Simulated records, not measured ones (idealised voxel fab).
process module | voxel transistor to metal
cross-section cut | 205 nm wide | cells 5 nm
A cross-section is a grid of square cells, given in bands from the top down. A band is one or more rows of cells.
Each band's line starts with the height of the band's top and of its bottom, in nm. Then come its materials from left to right, each with its width in nm. One material with "throughout" fills the band from edge to edge. "air" is empty space.
Height 0 is the level under which the wafer as received is all one material. The lowest band goes on downwards, as in "0 down".
A width such as "30 to 40" changes by the same amount from each row of cells to the next, from the band's top row to its bottom row.
"no change" after a step means that no cell of the cross-section changed.
closed voids: empty space of 8 cells or more with no open way to the top, each as width x height at its distance from the left edge, in nm
after a step's settings: what the simulator itself notes on the step
overlay nm, on a step with a mask: how far to the right of its planned place the mask lay; to the left if negative
plan
1 op RECEIVE | material Si
2 op CONFORMAL_DEP | material SiO2 | thk nm 5
3 op CONFORMAL_DEP | material SiN | thk nm 15
4 op MASKED_ETCH | tone cover | mask id ACTIVE | width nm 90 | etch materials SiN | depth nm 15 | overlay nm 0
5 op MASKED_ETCH | tone cover | mask id ACTIVE | width nm 90 | etch materials SiO2 | depth nm 5 | overlay nm 0
6 op MASKED_ETCH | tone cover | mask id ACTIVE | width nm 90 | etch materials Si | depth nm 35 | overlay nm 0
7 op OXIDIZE | depth nm 5
8 op FILL_DEP | material SiO2 | thk nm 5
9 op CMP | height nm 20
10 op SELECTIVE_ETCH | etch materials SiO2 | depth nm 5
11 op STRIP | etch materials SiN
12 op SELECTIVE_ETCH | etch materials SiO2 | depth nm 5
13 op OXIDIZE | depth nm 5
14 op DIRECTIONAL_DEP | material polySi | thk nm 20
15 op DIRECTIONAL_DEP | material SiCN | thk nm 10
16 op DIRECTIONAL_DEP | material aC | thk nm 10
17 op PATTERN | tone cover | mask id GATE | material resist | width nm 20 | thk nm 30 | overlay nm 0
18 op DIRECTIONAL_ETCH | etch materials aC | depth nm 10
19 op STRIP | etch materials resist
20 op DIRECTIONAL_ETCH | etch materials SiCN | depth nm 20
21 op DIRECTIONAL_ETCH | etch materials polySi | depth nm 30
22 op STRIP | etch materials aC
23 op CONFORMAL_DEP | material SiN | thk nm 10
24 op DIRECTIONAL_ETCH | etch materials SiN | depth nm 10
25 op DIRECTIONAL_ETCH | etch materials SiO2 | depth nm 5
26 op DIRECTIONAL_ETCH | etch materials Si | depth nm 5
27 op EPI | material pSi | thk nm 10
28 op FILL_DEP | material SiO2 | thk nm 5
29 op CMP | height nm 30
30 op DIRECTIONAL_DEP | material SiO2 | thk nm 15
31 op MASKED_ETCH | tone open | mask id CONTACT | width nm 15 | pitch nm 65 | etch materials SiO2 | depth nm 45 | overlay nm 0
32 op CONFORMAL_DEP | material TiN | thk nm 5
33 op FILL_DEP | material W | thk nm 10
34 op CMP | height nm 45
35 op CONFORMAL_DEP | material SiCN | thk nm 5
36 op DIRECTIONAL_DEP | material lowk | thk nm 15
37 op MASKED_ETCH | tone open | mask id METAL_1 | width nm 15 | pitch nm 65 | etch materials lowk | depth nm 15 | overlay nm 0
38 op MASKED_ETCH | tone open | mask id METAL_1 | width nm 15 | pitch nm 65 | etch materials SiCN | depth nm 5 | overlay nm 0
39 op CONFORMAL_DEP | material TiN | thk nm 5
40 op FILL_DEP | material Ru | thk nm 10
41 op CMP | height nm 65
42 op CONFORMAL_DEP | material SiN | thk nm 5
first wafer, as planned
as received, after step 1
  0 down: Si throughout
  closed voids: none
after step 2
  5 to 0: SiO2 throughout
  below 0: unchanged
after step 3
  20 to 5: SiN throughout
  below 5: unchanged
after step 4
  20 to 5: air 55 | SiN 90 | air 60
  below 5: unchanged
after step 5
  20 to 5: air 55 | SiN 90 | air 60
  5 to 0: air 55 | SiO2 90 | air 60
  below 0: unchanged
after step 6
  20 to 5: air 55 | SiN 90 | air 60
  5 to 0: air 55 | SiO2 90 | air 60
  0 to -35: air 55 | Si 90 | air 60
  below -35: unchanged
after step 7
  20 to 5: air 55 | SiN 90 | air 60
  5 to 0: air 55 | SiO2 90 | air 60
  0 to -35: air 55 | SiO2 5 | Si 80 | SiO2 5 | air 60
  -35 to -40: SiO2 60 | Si 80 | SiO2 65
  below -40: unchanged
after step 8
  25 to 20: SiO2 throughout
  20 to 5: SiO2 55 | SiN 90 | SiO2 60
  5 to 0: SiO2 throughout
  0 to -40: SiO2 60 | Si 80 | SiO2 65
  below -40: unchanged
after step 9
  20 to 5: SiO2 55 | SiN 90 | SiO2 60
  below 5: unchanged
after step 10
  20 to 15: air 55 | SiN 90 | air 60
  below 15: unchanged
after step 11
  15 to 5: SiO2 55 | air 90 | SiO2 60
  below 5: unchanged
after step 12
  10 to 0: SiO2 50 | air 100 | SiO2 55
  below 0: unchanged
after step 13
  10 to 0: SiO2 50 | air 100 | SiO2 55
  0 to -5: SiO2 throughout
  below -5: unchanged
after step 14
  30 to 20: polySi 50 | air 100 | polySi 55
  20 to 10: polySi throughout
  10 to 0: SiO2 50 | polySi 100 | SiO2 55
  below 0: unchanged
after step 15
  40 to 30: SiCN 50 | air 100 | SiCN 55
  30 to 20: polySi 50 | SiCN 100 | polySi 55
  below 20: unchanged
after step 16
  50 to 40: aC 50 | air 100 | aC 55
  40 to 30: SiCN 50 | aC 100 | SiCN 55
  below 30: unchanged
after step 17
  80 to 50: air 90 | resist 20 | air 95
  50 to 40: aC 50 | air 40 | resist 20 | air 40 | aC 55
  below 40: unchanged
after step 18
  70 to 40: air 90 | resist 20 | air 95
  40 to 30: SiCN 50 | air 40 | aC 20 | air 40 | SiCN 55
  below 30: unchanged
after step 19
  40 to 30: SiCN 50 | air 40 | aC 20 | air 40 | SiCN 55
  below 30: unchanged
after step 20
  40 to 30: air 90 | aC 20 | air 95
  30 to 20: polySi 50 | air 40 | SiCN 20 | air 40 | polySi 55
  below 20: unchanged
after step 21
  40 to 30: air 90 | aC 20 | air 95
  30 to 20: air 90 | SiCN 20 | air 95
  20 to 10: air 90 | polySi 20 | air 95
  10 to 0: SiO2 50 | air 40 | polySi 20 | air 40 | SiO2 55
  below 0: unchanged
after step 22
  30 to 20: air 90 | SiCN 20 | air 95
  below 20: unchanged
after step 23
  40 to 30: air 80 | SiN 40 | air 85
  30 to 20: air 80 | SiN 10 | SiCN 20 | SiN 10 | air 85
  20 to 10: SiN 60 | air 20 | SiN 10 | polySi 20 | SiN 10 | air 20 | SiN 65
  10 to 0: SiO2 50 | SiN 40 | polySi 20 | SiN 40 | SiO2 55
  below 0: unchanged
after step 24
  30 to 20: air 80 | SiN 10 | SiCN 20 | SiN 10 | air 85
  20 to 10: air 80 | SiN 10 | polySi 20 | SiN 10 | air 85
  10 to 0: SiO2 50 | SiN 10 | air 20 | SiN 10 | polySi 20 | SiN 10 | air 20 | SiN 10 | SiO2 55
  below 0: unchanged
after step 25
  30 to 20: air 80 | SiN 10 | SiCN 20 | SiN 10 | air 85
  20 to 10: air 80 | SiN 10 | polySi 20 | SiN 10 | air 85
  10 to 5: air 50 | SiN 10 | air 20 | SiN 10 | polySi 20 | SiN 10 | air 20 | SiN 10 | air 55
  5 to 0: SiO2 50 | SiN 10 | air 20 | SiN 10 | polySi 20 | SiN 10 | air 20 | SiN 10 | SiO2 55
  0 to -5: SiO2 60 | air 20 | SiO2 40 | air 20 | SiO2 65
  below -5: unchanged
after step 26
  30 to 20: air 80 | SiN 10 | SiCN 20 | SiN 10 | air 85
  20 to 10: air 80 | SiN 10 | polySi 20 | SiN 10 | air 85
  10 to 5: air 50 | SiN 10 | air 20 | SiN 10 | polySi 20 | SiN 10 | air 20 | SiN 10 | air 55
  5 to 0: SiO2 50 | SiN 10 | air 20 | SiN 10 | polySi 20 | SiN 10 | air 20 | SiN 10 | SiO2 55
  0 to -5: SiO2 60 | air 20 | SiO2 40 | air 20 | SiO2 65
  -5 to -10: SiO2 60 | air 20 | Si 40 | air 20 | SiO2 65
  below -10: unchanged
after step 27
  30 to 20: air 80 | SiN 10 | SiCN 20 | SiN 10 | air 85
  20 to 10: air 80 | SiN 10 | polySi 20 | SiN 10 | air 85
  10 to 5: air 50 | SiN 10 | air 20 | SiN 10 | polySi 20 | SiN 10 | air 20 | SiN 10 | air 55
  5 to 0: SiO2 50 | SiN 10 | air 10 | pSi 10 | SiN 10 | polySi 20 | SiN 10 | pSi 10 | air 10 | SiN 10 | SiO2 55
  0 to -5: SiO2 60 | pSi 20 | SiO2 40 | pSi 20 | SiO2 65
  -5 to -10: SiO2 60 | pSi 20 | Si 40 | pSi 20 | SiO2 65
  below -10: unchanged
after step 28
  35 to 30: SiO2 throughout
  30 to 20: SiO2 80 | SiN 10 | SiCN 20 | SiN 10 | SiO2 85
  20 to 10: SiO2 80 | SiN 10 | polySi 20 | SiN 10 | SiO2 85
  10 to 5: SiO2 50 | SiN 10 | SiO2 20 | SiN 10 | polySi 20 | SiN 10 | SiO2 20 | SiN 10 | SiO2 55
  5 to 0: SiO2 50 | SiN 10 | SiO2 10 | pSi 10 | SiN 10 | polySi 20 | SiN 10 | pSi 10 | SiO2 10 | SiN 10 | SiO2 55
  below 0: unchanged
after step 29
  30 to 20: SiO2 80 | SiN 10 | SiCN 20 | SiN 10 | SiO2 85
  below 20: unchanged
after step 30
  45 to 30: SiO2 throughout
  below 30: unchanged
after step 31
  45 to 30: SiO2 60 | air 15 | SiO2 50 | air 15 | SiO2 65
  30 to 20: SiO2 60 | air 15 | SiO2 5 | SiN 10 | SiCN 20 | SiN 10 | SiO2 5 | air 15 | SiO2 65
  20 to 10: SiO2 60 | air 15 | SiO2 5 | SiN 10 | polySi 20 | SiN 10 | SiO2 5 | air 15 | SiO2 65
  10 to 5: SiO2 50 | SiN 10 | air 15 | SiO2 5 | SiN 10 | polySi 20 | SiN 10 | SiO2 5 | air 15 | SiN 10 | SiO2 55
  5 to 0: SiO2 50 | SiN 10 | air 10 | pSi 10 | SiN 10 | polySi 20 | SiN 10 | pSi 10 | air 10 | SiN 10 | SiO2 55
  below 0: unchanged
after step 32
  50 to 45: TiN 65 | air 5 | TiN 60 | air 5 | TiN 70
  45 to 30: SiO2 60 | TiN 5 | air 5 | TiN 5 | SiO2 50 | TiN 5 | air 5 | TiN 5 | SiO2 65
  30 to 20: SiO2 60 | TiN 5 | air 5 | TiN 5 | SiO2 5 | SiN 10 | SiCN 20 | SiN 10 | SiO2 5 | TiN 5 | air 5 | TiN 5 | SiO2 65
  20 to 10: SiO2 60 | TiN 5 | air 5 | TiN 5 | SiO2 5 | SiN 10 | polySi 20 | SiN 10 | SiO2 5 | TiN 5 | air 5 | TiN 5 | SiO2 65
  10 to 5: SiO2 50 | SiN 10 | TiN 15 | SiO2 5 | SiN 10 | polySi 20 | SiN 10 | SiO2 5 | TiN 15 | SiN 10 | SiO2 55
  5 to 0: SiO2 50 | SiN 10 | TiN 10 | pSi 10 | SiN 10 | polySi 20 | SiN 10 | pSi 10 | TiN 10 | SiN 10 | SiO2 55
  below 0: unchanged
after step 33
  60 to 50: W throughout
  50 to 45: TiN 65 | W 5 | TiN 60 | W 5 | TiN 70
  45 to 30: SiO2 60 | TiN 5 | W 5 | TiN 5 | SiO2 50 | TiN 5 | W 5 | TiN 5 | SiO2 65
  30 to 20: SiO2 60 | TiN 5 | W 5 | TiN 5 | SiO2 5 | SiN 10 | SiCN 20 | SiN 10 | SiO2 5 | TiN 5 | W 5 | TiN 5 | SiO2 65
  20 to 10: SiO2 60 | TiN 5 | W 5 | TiN 5 | SiO2 5 | SiN 10 | polySi 20 | SiN 10 | SiO2 5 | TiN 5 | W 5 | TiN 5 | SiO2 65
  below 10: unchanged
after step 34
  45 to 30: SiO2 60 | TiN 5 | W 5 | TiN 5 | SiO2 50 | TiN 5 | W 5 | TiN 5 | SiO2 65
  below 30: unchanged
after step 35
  50 to 45: SiCN throughout
  below 45: unchanged
after step 36
  65 to 50: lowk throughout
  below 50: unchanged
after step 37
  65 to 50: lowk 60 | air 15 | lowk 50 | air 15 | lowk 65
  below 50: unchanged
after step 38
  65 to 50: lowk 60 | air 15 | lowk 50 | air 15 | lowk 65
  50 to 45: SiCN 60 | air 15 | SiCN 50 | air 15 | SiCN 65
  below 45: unchanged
after step 39
  70 to 65: TiN 65 | air 5 | TiN 60 | air 5 | TiN 70
  65 to 50: lowk 60 | TiN 5 | air 5 | TiN 5 | lowk 50 | TiN 5 | air 5 | TiN 5 | lowk 65
  50 to 45: SiCN 60 | TiN 15 | SiCN 50 | TiN 15 | SiCN 65
  below 45: unchanged
after step 40
  80 to 70: Ru throughout
  70 to 65: TiN 65 | Ru 5 | TiN 60 | Ru 5 | TiN 70
  65 to 50: lowk 60 | TiN 5 | Ru 5 | TiN 5 | lowk 50 | TiN 5 | Ru 5 | TiN 5 | lowk 65
  below 50: unchanged
after step 41
  65 to 50: lowk 60 | TiN 5 | Ru 5 | TiN 5 | lowk 50 | TiN 5 | Ru 5 | TiN 5 | lowk 65
  below 50: unchanged
after step 42
  70 to 65: SiN throughout
  below 65: unchanged
second wafer: like start, like plan, one mistake. Through step 23 it matches the first wafer
when step 24 should have ended
  30 to 25: air 90 | SiCN 20 | air 95
  25 to 20: air 80 | SiN 10 | SiCN 20 | SiN 10 | air 85
  20 to 10: air 80 | SiN 10 | polySi 20 | SiN 10 | air 85
  10 to 5: SiO2 50 | air 30 | SiN 10 | polySi 20 | SiN 10 | air 30 | SiO2 55
  5 to 0: SiO2 50 | SiN 10 | air 20 | SiN 10 | polySi 20 | SiN 10 | air 20 | SiN 10 | SiO2 55
  below 0: unchanged
when step 25 should have ended
  30 to 25: air 90 | SiCN 20 | air 95
  25 to 20: air 80 | SiN 10 | SiCN 20 | SiN 10 | air 85
  20 to 5: air 80 | SiN 10 | polySi 20 | SiN 10 | air 85
  5 to 0: SiO2 50 | SiN 10 | air 20 | SiN 10 | polySi 20 | SiN 10 | air 20 | SiN 10 | SiO2 55
  0 to -5: SiO2 60 | air 20 | SiO2 40 | air 20 | SiO2 65
  below -5: unchanged
when step 26 should have ended
  30 to 25: air 90 | SiCN 20 | air 95
  25 to 20: air 80 | SiN 10 | SiCN 20 | SiN 10 | air 85
  20 to 5: air 80 | SiN 10 | polySi 20 | SiN 10 | air 85
  5 to 0: SiO2 50 | SiN 10 | air 20 | SiN 10 | polySi 20 | SiN 10 | air 20 | SiN 10 | SiO2 55
  0 to -5: SiO2 60 | air 20 | SiO2 40 | air 20 | SiO2 65
  -5 to -10: SiO2 60 | air 20 | Si 40 | air 20 | SiO2 65
  below -10: unchanged
when step 27 should have ended
  30 to 25: air 90 | SiCN 20 | air 95
  25 to 20: air 80 | SiN 10 | SiCN 20 | SiN 10 | air 85
  20 to 5: air 80 | SiN 10 | polySi 20 | SiN 10 | air 85
  5 to 0: SiO2 50 | SiN 10 | air 10 | pSi 10 | SiN 10 | polySi 20 | SiN 10 | pSi 10 | air 10 | SiN 10 | SiO2 55
  0 to -5: SiO2 60 | pSi 20 | SiO2 40 | pSi 20 | SiO2 65
  -5 to -10: SiO2 60 | pSi 20 | Si 40 | pSi 20 | SiO2 65
  below -10: unchanged
when step 28 should have ended
  35 to 30: SiO2 throughout
  30 to 25: SiO2 90 | SiCN 20 | SiO2 95
  25 to 20: SiO2 80 | SiN 10 | SiCN 20 | SiN 10 | SiO2 85
  20 to 5: SiO2 80 | SiN 10 | polySi 20 | SiN 10 | SiO2 85
  5 to 0: SiO2 50 | SiN 10 | SiO2 10 | pSi 10 | SiN 10 | polySi 20 | SiN 10 | pSi 10 | SiO2 10 | SiN 10 | SiO2 55
  below 0: unchanged
when step 29 should have ended
  30 to 25: SiO2 90 | SiCN 20 | SiO2 95
  below 25: unchanged
when step 30 should have ended
  45 to 30: SiO2 throughout
  below 30: unchanged
when step 31 should have ended
  45 to 30: SiO2 60 | air 15 | SiO2 50 | air 15 | SiO2 65
  30 to 25: SiO2 60 | air 15 | SiO2 15 | SiCN 20 | SiO2 15 | air 15 | SiO2 65
  25 to 20: SiO2 60 | air 15 | SiO2 5 | SiN 10 | SiCN 20 | SiN 10 | SiO2 5 | air 15 | SiO2 65
  20 to 5: SiO2 60 | air 15 | SiO2 5 | SiN 10 | polySi 20 | SiN 10 | SiO2 5 | air 15 | SiO2 65
  5 to 0: SiO2 50 | SiN 10 | air 10 | pSi 10 | SiN 10 | polySi 20 | SiN 10 | pSi 10 | air 10 | SiN 10 | SiO2 55
  below 0: unchanged
when step 32 should have ended
  50 to 45: TiN 65 | air 5 | TiN 60 | air 5 | TiN 70
  45 to 30: SiO2 60 | TiN 5 | air 5 | TiN 5 | SiO2 50 | TiN 5 | air 5 | TiN 5 | SiO2 65
  30 to 25: SiO2 60 | TiN 5 | air 5 | TiN 5 | SiO2 15 | SiCN 20 | SiO2 15 | TiN 5 | air 5 | TiN 5 | SiO2 65
  25 to 20: SiO2 60 | TiN 5 | air 5 | TiN 5 | SiO2 5 | SiN 10 | SiCN 20 | SiN 10 | SiO2 5 | TiN 5 | air 5 | TiN 5 | SiO2 65
  20 to 10: SiO2 60 | TiN 5 | air 5 | TiN 5 | SiO2 5 | SiN 10 | polySi 20 | SiN 10 | SiO2 5 | TiN 5 | air 5 | TiN 5 | SiO2 65
  10 to 5: SiO2 60 | TiN 15 | SiO2 5 | SiN 10 | polySi 20 | SiN 10 | SiO2 5 | TiN 15 | SiO2 65
  5 to 0: SiO2 50 | SiN 10 | TiN 10 | pSi 10 | SiN 10 | polySi 20 | SiN 10 | pSi 10 | TiN 10 | SiN 10 | SiO2 55
  below 0: unchanged
when step 33 should have ended
  60 to 50: W throughout
  50 to 45: TiN 65 | W 5 | TiN 60 | W 5 | TiN 70
  45 to 30: SiO2 60 | TiN 5 | W 5 | TiN 5 | SiO2 50 | TiN 5 | W 5 | TiN 5 | SiO2 65
  30 to 25: SiO2 60 | TiN 5 | W 5 | TiN 5 | SiO2 15 | SiCN 20 | SiO2 15 | TiN 5 | W 5 | TiN 5 | SiO2 65
  25 to 20: SiO2 60 | TiN 5 | W 5 | TiN 5 | SiO2 5 | SiN 10 | SiCN 20 | SiN 10 | SiO2 5 | TiN 5 | W 5 | TiN 5 | SiO2 65
  20 to 10: SiO2 60 | TiN 5 | W 5 | TiN 5 | SiO2 5 | SiN 10 | polySi 20 | SiN 10 | SiO2 5 | TiN 5 | W 5 | TiN 5 | SiO2 65
  below 10: unchanged
when step 34 should have ended
  45 to 30: SiO2 60 | TiN 5 | W 5 | TiN 5 | SiO2 50 | TiN 5 | W 5 | TiN 5 | SiO2 65
  below 30: unchanged
when step 35 should have ended
  50 to 45: SiCN throughout
  below 45: unchanged
when step 36 should have ended
  65 to 50: lowk throughout
  below 50: unchanged
when step 37 should have ended
  65 to 50: lowk 60 | air 15 | lowk 50 | air 15 | lowk 65
  below 50: unchanged
when step 38 should have ended
  65 to 50: lowk 60 | air 15 | lowk 50 | air 15 | lowk 65
  50 to 45: SiCN 60 | air 15 | SiCN 50 | air 15 | SiCN 65
  below 45: unchanged
when step 39 should have ended
  70 to 65: TiN 65 | air 5 | TiN 60 | air 5 | TiN 70
  65 to 50: lowk 60 | TiN 5 | air 5 | TiN 5 | lowk 50 | TiN 5 | air 5 | TiN 5 | lowk 65
  50 to 45: SiCN 60 | TiN 15 | SiCN 50 | TiN 15 | SiCN 65
  below 45: unchanged
when step 40 should have ended
  80 to 70: Ru throughout
  70 to 65: TiN 65 | Ru 5 | TiN 60 | Ru 5 | TiN 70
  65 to 50: lowk 60 | TiN 5 | Ru 5 | TiN 5 | lowk 50 | TiN 5 | Ru 5 | TiN 5 | lowk 65
  below 50: unchanged
when step 41 should have ended
  65 to 50: lowk 60 | TiN 5 | Ru 5 | TiN 5 | lowk 50 | TiN 5 | Ru 5 | TiN 5 | lowk 65
  below 50: unchanged
when step 42 should have ended
  70 to 65: SiN throughout
  below 65: unchanged
what went wrong: step 24 ran as: op DIRECTIONAL_ETCH | etch materials SiN | depth nm 15
at the end the second wafer has, in cells: 8 fewer of SiN | 8 more of SiO2
